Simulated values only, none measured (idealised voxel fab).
Herein follows the process module entitled voxel air gaps.
Cross-section cut spans 265 nm and uses square cells 5 nm in size.
Think of the cross-section as a grid of square cells. We describe it in bands, top to bottom, and each band covers one or more rows of those cells.
Look at the band entry: it leads with the top's height and the bottom's height in nm. Then it lists the materials left to right, with a width in nm for each. The word "throughout" on a single material says that material fills the band edge to edge. The word "empty" is empty space.
Height 0 is the level under which the wafer as received is all one material. The lowest band goes on downwards, as in "0 down".
When a width is written as two numbers, as in "30..40", the first number is the width in the top row of cells of the band and the second is the width in its bottom row, and the width changes by the same amount from each row to the next.
Key: "no modification" - step with no changed cell in the cross-section.
Closed-off voids of 8+ cells (no open route to the top) go in "Closed void catalog", written width x height at distance from the left edge, in nm.
Formally, on a step line, whatever follows the settings is a remark that the simulator itself makes on the step.
A step's line can hold "overlay nm"; with a mask on that step, the setting says how far right of the planned place the mask lay, while a negative setting says it lay to the left.
PLAN
| 1 | RECEIVE with material Si |
| 2 | CONFORMAL_DEP with material SiO2, thk nm 15 |
| 3 | CONFORMAL_DEP with material SiN, thk nm 5 |
| 4 | DIRECTIONAL_DEP with material SiO2, thk nm 40 |
| 5 | DIRECTIONAL_DEP with material aC, thk nm 15 |
| 6 | PATTERN with tone open, mask id LINES, material resist, width nm 15, pitch nm 40, thk nm 35, overlay nm 0 |
| 7 | DIRECTIONAL_ETCH with etch materials aC, depth nm 15 |
| 8 | STRIP with etch materials resist |
| 9 | DIRECTIONAL_ETCH with etch materials SiO2, depth nm 40 |
| 10 | STRIP with etch materials aC |
| 11 | CONFORMAL_DEP with material TiN, thk nm 5 |
| 12 | FILL_DEP with material W, thk nm 10 |
| 13 | CMP with height nm 60 |
| 14 | EPI with material Ru, thk nm 10 |
| 15 | SELECTIVE_ETCH with etch materials SiO2, depth nm 50 |
| 16 | CONFORMAL_DEP with material SiN, thk nm 5 |
THE FIRST OF A SET OF TWO WAFERS, RUN TO PLAN
CROSS-SECTION, INCOMING MATERIAL, AFTER STEP 1
> 0 down | Si throughout
> Closed void catalog: none
UPON COMPLETION OF STEP 2, THE WAFER APPEARS IN CROSS-SECTION AS SHOWN
> 15 to 0 | SiO2 throughout
> Below 0, the layers are the same as they were.
UPON COMPLETION OF STEP 3, THE WAFER APPEARS IN CROSS-SECTION AS SHOWN
> 20 to 15 | SiN throughout
> Below 15, the layers are the same as they were.
UPON COMPLETION OF STEP 4, THE WAFER APPEARS IN CROSS-SECTION AS SHOWN
> 60 to 20 | SiO2 throughout
> Below 20, the layers are the same as they were.
UPON COMPLETION OF STEP 5, THE WAFER APPEARS IN CROSS-SECTION AS SHOWN
> 75 to 60 | aC throughout
> Below 60, the layers are the same as they were.
UPON COMPLETION OF STEP 6, THE WAFER APPEARS IN CROSS-SECTION AS SHOWN
> 110 to 75 | resist 85 nm, then empty 15 nm, then resist 25 nm, then empty 15 nm, then resist 25 nm, then empty 15 nm, then resist 85 nm
> Below 75, the layers are the same as they were.
UPON COMPLETION OF STEP 7, THE WAFER APPEARS IN CROSS-SECTION AS SHOWN
> 95 to 75 | resist 85 nm, then empty 15 nm, then resist 25 nm, then empty 15 nm, then resist 25 nm, then empty 15 nm, then resist 85 nm
> 75 to 60 | aC 85 nm, then empty 15 nm, then aC 25 nm, then empty 15 nm, then aC 25 nm, then empty 15 nm, then aC 85 nm
> Below 60, the layers are the same as they were.
UPON COMPLETION OF STEP 8, THE WAFER APPEARS IN CROSS-SECTION AS SHOWN
> 75 to 60 | aC 85 nm, then empty 15 nm, then aC 25 nm, then empty 15 nm, then aC 25 nm, then empty 15 nm, then aC 85 nm
> Below 60, the layers are the same as they were.
UPON COMPLETION OF STEP 9, THE WAFER APPEARS IN CROSS-SECTION AS SHOWN
> 75 to 60 | aC 85 nm, then empty 15 nm, then aC 25 nm, then empty 15 nm, then aC 25 nm, then empty 15 nm, then aC 85 nm
> 60 to 20 | SiO2 85 nm, then empty 15 nm, then SiO2 25 nm, then empty 15 nm, then SiO2 25 nm, then empty 15 nm, then SiO2 85 nm
> Below 20, the layers are the same as they were.
UPON COMPLETION OF STEP 10, THE WAFER APPEARS IN CROSS-SECTION AS SHOWN
> 60 to 20 | SiO2 85 nm, then empty 15 nm, then SiO2 25 nm, then empty 15 nm, then SiO2 25 nm, then empty 15 nm, then SiO2 85 nm
> Below 20, the layers are the same as they were.
UPON COMPLETION OF STEP 11, THE WAFER APPEARS IN CROSS-SECTION AS SHOWN
> 65 to 60 | TiN 90 nm, then empty 5 nm, then TiN 35 nm, then empty 5 nm, then TiN 35 nm, then empty 5 nm, then TiN 90 nm
> 60 to 25 | SiO2 85 nm, then TiN 5 nm, then empty 5 nm, then TiN 5 nm, then SiO2 25 nm, then TiN 5 nm, then empty 5 nm, then TiN 5 nm, then SiO2 25 nm, then TiN 5 nm, then empty 5 nm, then TiN 5 nm, then SiO2 85 nm
> 25 to 20 | SiO2 85 nm, then TiN 15 nm, then SiO2 25 nm, then TiN 15 nm, then SiO2 25 nm, then TiN 15 nm, then SiO2 85 nm
> Below 20, the layers are the same as they were.
UPON COMPLETION OF STEP 12, THE WAFER APPEARS IN CROSS-SECTION AS SHOWN
> 75 to 65 | W throughout
> 65 to 60 | TiN 90 nm, then W 5 nm, then TiN 35 nm, then W 5 nm, then TiN 35 nm, then W 5 nm, then TiN 90 nm
> 60 to 25 | SiO2 85 nm, then TiN 5 nm, then W 5 nm, then TiN 5 nm, then SiO2 25 nm, then TiN 5 nm, then W 5 nm, then TiN 5 nm, then SiO2 25 nm, then TiN 5 nm, then W 5 nm, then TiN 5 nm, then SiO2 85 nm
> Below 25, the layers are the same as they were.
UPON COMPLETION OF STEP 13, THE WAFER APPEARS IN CROSS-SECTION AS SHOWN
> 60 to 25 | SiO2 85 nm, then TiN 5 nm, then W 5 nm, then TiN 5 nm, then SiO2 25 nm, then TiN 5 nm, then W 5 nm, then TiN 5 nm, then SiO2 25 nm, then TiN 5 nm, then W 5 nm, then TiN 5 nm, then SiO2 85 nm
> Below 25, the layers are the same as they were.
UPON COMPLETION OF STEP 14, THE WAFER APPEARS IN CROSS-SECTION AS SHOWN
> 70 to 60 | empty 75 nm, then Ru 35 nm, then empty 5 nm, then Ru 35 nm, then empty 5 nm, then Ru 35 nm, then empty 75 nm
> Below 60, the layers are the same as they were.
UPON COMPLETION OF STEP 15, THE WAFER APPEARS IN CROSS-SECTION AS SHOWN
> 70 to 60 | empty 75 nm, then Ru 35 nm, then empty 5 nm, then Ru 35 nm, then empty 5 nm, then Ru 35 nm, then empty 75 nm
> 60 to 25 | empty 85 nm, then TiN 5 nm, then W 5 nm, then TiN 5 nm, then empty 25 nm, then TiN 5 nm, then W 5 nm, then TiN 5 nm, then empty 25 nm, then TiN 5 nm, then W 5 nm, then TiN 5 nm, then empty 85 nm
> 25 to 20 | empty 85 nm, then TiN 15 nm, then empty 25 nm, then TiN 15 nm, then empty 25 nm, then TiN 15 nm, then empty 85 nm
> Below 20, the layers are the same as they were.
UPON COMPLETION OF STEP 16, THE WAFER APPEARS IN CROSS-SECTION AS SHOWN
> 75 to 70 | empty 70 nm, then SiN 125 nm, then empty 70 nm
> 70 to 60 | empty 70 nm, then SiN 5 nm, then Ru 35 nm, then SiN 5 nm, then Ru 35 nm, then SiN 5 nm, then Ru 35 nm, then SiN 5 nm, then empty 70 nm
> 60 to 55 | empty 70 nm, then SiN 15 nm, then TiN 5 nm, then W 5 nm, then TiN 5 nm, then SiN 25 nm, then TiN 5 nm, then W 5 nm, then TiN 5 nm, then SiN 25 nm, then TiN 5 nm, then W 5 nm, then TiN 5 nm, then SiN 15 nm, then empty 70 nm
> 55 to 25 | empty 80 nm, then SiN 5 nm, then TiN 5 nm, then W 5 nm, then TiN 5 nm, then SiN 5 nm, then empty 15 nm, then SiN 5 nm, then TiN 5 nm, then W 5 nm, then TiN 5 nm, then SiN 5 nm, then empty 15 nm, then SiN 5 nm, then TiN 5 nm, then W 5 nm, then TiN 5 nm, then SiN 5 nm, then empty 80 nm
> 25 to 20 | SiN 85 nm, then TiN 15 nm, then SiN 25 nm, then TiN 15 nm, then SiN 25 nm, then TiN 15 nm, then SiN 85 nm
> Below 20, the layers are the same as they were.
> Closed void catalog: 15 x 30 at 105; 15 x 30 at 145
THE REMAINING WAFER, SECOND OF THE TWO, STARTED LIKE THE FIRST AND WAS RUN TO THE SAME PLAN, EXCEPT THAT ONE MISTAKE WAS MADE ALONG THE WAY; THE TWO COINCIDE THROUGH STEP 1, INCLUSIVE
SECOND WAFER AT THE PLANNED FINISH OF STEP 2, SEEN IN CROSS-SECTION
> 10 to 0 | SiO2 throughout
> Below 0, the layers are the same as they were.
SECOND WAFER AT THE PLANNED FINISH OF STEP 3, SEEN IN CROSS-SECTION
> 15 to 10 | SiN throughout
> Below 10, the layers are the same as they were.
SECOND WAFER AT THE PLANNED FINISH OF STEP 4, SEEN IN CROSS-SECTION
> 55 to 15 | SiO2 throughout
> Below 15, the layers are the same as they were.
SECOND WAFER AT THE PLANNED FINISH OF STEP 5, SEEN IN CROSS-SECTION
> 70 to 55 | aC throughout
> Below 55, the layers are the same as they were.
SECOND WAFER AT THE PLANNED FINISH OF STEP 6, SEEN IN CROSS-SECTION
> 105 to 70 | resist 85 nm, then empty 15 nm, then resist 25 nm, then empty 15 nm, then resist 25 nm, then empty 15 nm, then resist 85 nm
> Below 70, the layers are the same as they were.
SECOND WAFER AT THE PLANNED FINISH OF STEP 7, SEEN IN CROSS-SECTION
> 90 to 70 | resist 85 nm, then empty 15 nm, then resist 25 nm, then empty 15 nm, then resist 25 nm, then empty 15 nm, then resist 85 nm
> 70 to 55 | aC 85 nm, then empty 15 nm, then aC 25 nm, then empty 15 nm, then aC 25 nm, then empty 15 nm, then aC 85 nm
> Below 55, the layers are the same as they were.
SECOND WAFER AT THE PLANNED FINISH OF STEP 8, SEEN IN CROSS-SECTION
> 70 to 55 | aC 85 nm, then empty 15 nm, then aC 25 nm, then empty 15 nm, then aC 25 nm, then empty 15 nm, then aC 85 nm
> Below 55, the layers are the same as they were.
SECOND WAFER AT THE PLANNED FINISH OF STEP 9, SEEN IN CROSS-SECTION
> 70 to 55 | aC 85 nm, then empty 15 nm, then aC 25 nm, then empty 15 nm, then aC 25 nm, then empty 15 nm, then aC 85 nm
> 55 to 15 | SiO2 85 nm, then empty 15 nm, then SiO2 25 nm, then empty 15 nm, then SiO2 25 nm, then empty 15 nm, then SiO2 85 nm
> Below 15, the layers are the same as they were.
SECOND WAFER AT THE PLANNED FINISH OF STEP 10, SEEN IN CROSS-SECTION
> 55 to 15 | SiO2 85 nm, then empty 15 nm, then SiO2 25 nm, then empty 15 nm, then SiO2 25 nm, then empty 15 nm, then SiO2 85 nm
> Below 15, the layers are the same as they were.
SECOND WAFER AT THE PLANNED FINISH OF STEP 11, SEEN IN CROSS-SECTION
> 60 to 55 | TiN 90 nm, then empty 5 nm, then TiN 35 nm, then empty 5 nm, then TiN 35 nm, then empty 5 nm, then TiN 90 nm
> 55 to 20 | SiO2 85 nm, then TiN 5 nm, then empty 5 nm, then TiN 5 nm, then SiO2 25 nm, then TiN 5 nm, then empty 5 nm, then TiN 5 nm, then SiO2 25 nm, then TiN 5 nm, then empty 5 nm, then TiN 5 nm, then SiO2 85 nm
> 20 to 15 | SiO2 85 nm, then TiN 15 nm, then SiO2 25 nm, then TiN 15 nm, then SiO2 25 nm, then TiN 15 nm, then SiO2 85 nm
> Below 15, the layers are the same as they were.
SECOND WAFER AT THE PLANNED FINISH OF STEP 12, SEEN IN CROSS-SECTION
> 70 to 60 | W throughout
> 60 to 55 | TiN 90 nm, then W 5 nm, then TiN 35 nm, then W 5 nm, then TiN 35 nm, then W 5 nm, then TiN 90 nm
> 55 to 20 | SiO2 85 nm, then TiN 5 nm, then W 5 nm, then TiN 5 nm, then SiO2 25 nm, then TiN 5 nm, then W 5 nm, then TiN 5 nm, then SiO2 25 nm, then TiN 5 nm, then W 5 nm, then TiN 5 nm, then SiO2 85 nm
> Below 20, the layers are the same as they were.
SECOND WAFER AT THE PLANNED FINISH OF STEP 13, SEEN IN CROSS-SECTION
> 60 to 55 | TiN 90 nm, then W 5 nm, then TiN 35 nm, then W 5 nm, then TiN 35 nm, then W 5 nm, then TiN 90 nm
> Below 55, the layers are the same as they were.
SECOND WAFER AT THE PLANNED FINISH OF STEP 14, SEEN IN CROSS-SECTION
> 70 to 60 | Ru throughout
> Below 60, the layers are the same as they were.
Second wafer at the planned finish of step 15, seen in cross-section: no modification
SECOND WAFER AT THE PLANNED FINISH OF STEP 16, SEEN IN CROSS-SECTION
> 75 to 70 | SiN throughout
> Below 70, the layers are the same as they were.
What broke from the plan during processing? in deviation from the planned setting, step 2 was conducted as CONFORMAL_DEP with material SiO2, thk nm 10
Upon completion, the second wafer contains, in terms of cells, a greater or smaller amount of certain materials than the first wafer: Ru +64 | SiN -76 | SiO2 +299 | TiN +50 | W +3
Final closed voids: first wafer 2, second wafer 0.
